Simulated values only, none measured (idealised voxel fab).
The following is a process module called voxel gate over fins.
Displayed cross-section: cut, width of 300 nm, square cells sized 5 nm.
If you're reading a cross-section in this doc, picture square cells in a grid; it comes to you as bands, top ones listed first down to the bottom, and a band can be one or more rows of cells.
Look at the band entry: it leads with the top's height and the bottom's height in nm. Then it lists the materials left to right, with a width in nm for each. The word "all across" on a single material says that material fills the band edge to edge. The word "air" is empty space.
Zero point of the height axis is 0; under it, received wafer = one material. Lowest band: continues down indefinitely, "0 and below".
Read "30->40" as a graded width: first number on top, second number at the bottom, same change between each pair of neighbouring rows.
A step reported as "no alterations made" is a step in which no cell of the cross-section changed.
What "Sealed void list" gives you is every empty space of 8 cells or more that is cut off from the top. Each appears as width x height at distance, with the distance taken from the left edge and width, height and distance all in nm.
On a step's line, text after the settings is the simulator commenting on that step.
Among the settings permitted on a step's line is "overlay nm"; applied to a step with a mask, it specifies the extent to which the mask lay to the right of its planned position, whereas a negative figure signifies a position to the left.

## Process steps - plan
1,RECEIVE with material Si
2,CONFORMAL_DEP with material SiN, thk nm 10
3,PATTERN with tone cover, mask id FINS, material resist, width nm 15, pitch nm 40, thk nm 15, overlay nm 0
4,DIRECTIONAL_ETCH with etch materials SiN, depth nm 10
5,DIRECTIONAL_ETCH with etch materials Si, depth nm 35
6,STRIP with etch materials resist
7,FILL_DEP with material SiO2, thk nm 15
8,CMP with height nm 10
9,SELECTIVE_ETCH with etch materials SiO2, depth nm 25
10,STRIP with etch materials SiN
11,CONFORMAL_DEP with material HfO2, thk nm 5
12,CONFORMAL_DEP with material TiN, thk nm 5
13,FILL_DEP with material W, thk nm 15
14,CMP with height nm 20
15,CONFORMAL_DEP with material SiN, thk nm 5

## first wafer, as planned

## Cross-section of the wafer as it came to us, i.e., already through step 1
* 0 and below: Si all across
* Sealed void list: none

## Step 2 complete: cross-section through the wafer
* 10 down to 0: SiN all across
* Beneath the level 0, the cross-section is identical to its previous state.

## Step 3 complete: cross-section through the wafer
* 25 down to 10: air: 120  resist: 15  air: 25  resist: 15  air: 125
* Beneath the level 10, the cross-section is identical to its previous state.

## Step 4 complete: cross-section through the wafer
* 25 down to 10: air: 120  resist: 15  air: 25  resist: 15  air: 125
* 10 down to 0: air: 120  SiN: 15  air: 25  SiN: 15  air: 125
* Beneath the level 0, the cross-section is identical to its previous state.

## Step 5 complete: cross-section through the wafer
* 25 down to 10: air: 120  resist: 15  air: 25  resist: 15  air: 125
* 10 down to 0: air: 120  SiN: 15  air: 25  SiN: 15  air: 125
* 0 down to -35: air: 120  Si: 15  air: 25  Si: 15  air: 125
* Beneath the level -35, the cross-section is identical to its previous state.

## Step 6 complete: cross-section through the wafer
* 10 down to 0: air: 120  SiN: 15  air: 25  SiN: 15  air: 125
* Beneath the level 0, the cross-section is identical to its previous state.

## Step 7 complete: cross-section through the wafer
* 25 down to 10: SiO2 all across
* 10 down to 0: SiO2: 120  SiN: 15  SiO2: 25  SiN: 15  SiO2: 125
* 0 down to -35: SiO2: 120  Si: 15  SiO2: 25  Si: 15  SiO2: 125
* Beneath the level -35, the cross-section is identical to its previous state.

## Step 8 complete: cross-section through the wafer
* 10 down to 0: SiO2: 120  SiN: 15  SiO2: 25  SiN: 15  SiO2: 125
* Beneath the level 0, the cross-section is identical to its previous state.

## Step 9 complete: cross-section through the wafer
* 10 down to 0: air: 120  SiN: 15  air: 25  SiN: 15  air: 125
* 0 down to -15: air: 120  Si: 15  air: 25  Si: 15  air: 125
* Beneath the level -15, the cross-section is identical to its previous state.

## Step 10 complete: cross-section through the wafer
* 0 down to -15: air: 120  Si: 15  air: 25  Si: 15  air: 125
* Beneath the level -15, the cross-section is identical to its previous state.

## Step 11 complete: cross-section through the wafer
* 5 down to 0: air: 115  HfO2: 25  air: 15  HfO2: 25  air: 120
* 0 down to -10: air: 115  HfO2: 5  Si: 15  HfO2: 5  air: 15  HfO2: 5  Si: 15  HfO2: 5  air: 120
* -10 down to -15: HfO2: 120  Si: 15  HfO2: 25  Si: 15  HfO2: 125
* Beneath the level -15, the cross-section is identical to its previous state.

## Step 12 complete: cross-section through the wafer
* 10 down to 5: air: 110  TiN: 35  air: 5  TiN: 35  air: 115
* 5 down to 0: air: 110  TiN: 5  HfO2: 25  TiN: 5  air: 5  TiN: 5  HfO2: 25  TiN: 5  air: 115
* 0 down to -5: air: 110  TiN: 5  HfO2: 5  Si: 15  HfO2: 5  TiN: 5  air: 5  TiN: 5  HfO2: 5  Si: 15  HfO2: 5  TiN: 5  air: 115
* -5 down to -10: TiN: 115  HfO2: 5  Si: 15  HfO2: 5  TiN: 15  HfO2: 5  Si: 15  HfO2: 5  TiN: 120
* Beneath the level -10, the cross-section is identical to its previous state.

## Step 13 complete: cross-section through the wafer
* 25 down to 10: W all across
* 10 down to 5: W: 110  TiN: 35  W: 5  TiN: 35  W: 115
* 5 down to 0: W: 110  TiN: 5  HfO2: 25  TiN: 5  W: 5  TiN: 5  HfO2: 25  TiN: 5  W: 115
* 0 down to -5: W: 110  TiN: 5  HfO2: 5  Si: 15  HfO2: 5  TiN: 5  W: 5  TiN: 5  HfO2: 5  Si: 15  HfO2: 5  TiN: 5  W: 115
* Beneath the level -5, the cross-section is identical to its previous state.

## Step 14 complete: cross-section through the wafer
* 20 down to 10: W all across
* Beneath the level 10, the cross-section is identical to its previous state.

## Step 15 complete: cross-section through the wafer
* 25 down to 20: SiN all across
* Beneath the level 20, the cross-section is identical to its previous state.

## Second Wafer (Identical Start and Plan, One Processing Error; Matches First Wafer Through Step 1)

## X-section, second wafer, when step 2 was due to finish
* 10 down to 0: W all across
* Beneath the level 0, the cross-section is identical to its previous state.

## X-section, second wafer, when step 3 was due to finish
* 25 down to 10: air: 120  resist: 15  air: 25  resist: 15  air: 125
* Beneath the level 10, the cross-section is identical to its previous state.

X-section, second wafer, when step 4 was due to finish: no alterations made

X-section, second wafer, when step 5 was due to finish: no alterations made

## X-section, second wafer, when step 6 was due to finish
* 10 down to 0: W all across
* Beneath the level 0, the cross-section is identical to its previous state.

## X-section, second wafer, when step 7 was due to finish
* 25 down to 10: SiO2 all across
* Beneath the level 10, the cross-section is identical to its previous state.

## X-section, second wafer, when step 8 was due to finish
* 10 down to 0: W all across
* Beneath the level 0, the cross-section is identical to its previous state.

X-section, second wafer, when step 9 was due to finish: no alterations made

X-section, second wafer, when step 10 was due to finish: no alterations made

## X-section, second wafer, when step 11 was due to finish
* 15 down to 10: HfO2 all across
* Beneath the level 10, the cross-section is identical to its previous state.

## X-section, second wafer, when step 12 was due to finish
* 20 down to 15: TiN all across
* Beneath the level 15, the cross-section is identical to its previous state.

## X-section, second wafer, when step 13 was due to finish
* 35 down to 20: W all across
* Beneath the level 20, the cross-section is identical to its previous state.

## X-section, second wafer, when step 14 was due to finish
* 20 down to 15: TiN all across
* Beneath the level 15, the cross-section is identical to its previous state.

## X-section, second wafer, when step 15 was due to finish
* 25 down to 20: SiN all across
* Beneath the level 20, the cross-section is identical to its previous state.
What was the processing mistake? planned and actual differ for step 2; actual: CONFORMAL_DEP with material W, thk nm 10
FYI, end of process, the second wafer has more or fewer cells of some materials than the first: 12 fewer of HfO2; 378 more of Si; 216 fewer of SiO2; 12 fewer of TiN; 138 fewer of W
